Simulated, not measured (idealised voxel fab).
Module name: voxel tone inversion (process module)
Each square cell in cross-section cut measures 5 nm, and the section as a whole is 205 nm wide.
In this document a cross-section is written as a grid of square cells. It is given as a series of bands, listed from the top down, and a band is one or more rows of cells.
For a band, the entry starts with two heights in nm, that of the top and then that of the bottom, and carries on with the band's materials in order from left to right, each alongside its width in nm; the word "all across" beside a single material means it fills the band edge to edge, and "air" means empty space.
Basically, 0 is our baseline, since under it the wafer straight out of the box is all one material. The bottom band has no lower end and keeps on going down, so it looks like "0 -> down".
Quick explanation for "30 to 40": the width changes in equal steps down the rows of cells, from the first number in the band's top row to the second number in its bottom row.
Key: "identical to before" - step with no changed cell in the cross-section.
"Non-vented voids" lists enclosed empty spaces (at least 8 cells, no open path upward to the top), each as width x height at distance from the left edge, in nm.
Text after the settings on a step's line: the simulator's own remark on that step.
overlay nm: on a step with a mask, how far right of its planned place the mask lay; negative means left.
-- Process steps (planned)
1 RECEIVE (material Si)
2 CONFORMAL_DEP (material SiCN; thk nm 10)
3 DIRECTIONAL_DEP (material aC; thk nm 15)
4 PATTERN (tone cover; mask id POSTS; material resist; width nm 25; pitch nm 45; thk nm 20; overlay nm 0)
5 DIRECTIONAL_ETCH (etch materials aC; depth nm 15)
6 STRIP (etch materials resist)
7 FILL_DEP (material SiO2; thk nm 10)
8 CMP (height nm 25)
9 STRIP (etch materials aC)
-- Incoming wafer in cross-section (state: after step 1)
* 0 -> down = Si all across
* Non-vented voids: none
-- Here's the wafer cut in cross-section after the module, started and planned just like above, except one thing was done wrong in the run
* 25 -> 15 = SiO2=20, then air=25, then SiO2=20, then air=25, then SiO2=20, then air=25, then SiO2=20, then air=25, then SiO2=25
* 15 -> 0 = SiCN all across
* 0 -> down = Si all across
* Non-vented voids: none
What broke from the plan during processing? step 2, actual vs plan mismatch, actual run CONFORMAL_DEP (material SiCN; thk nm 15)
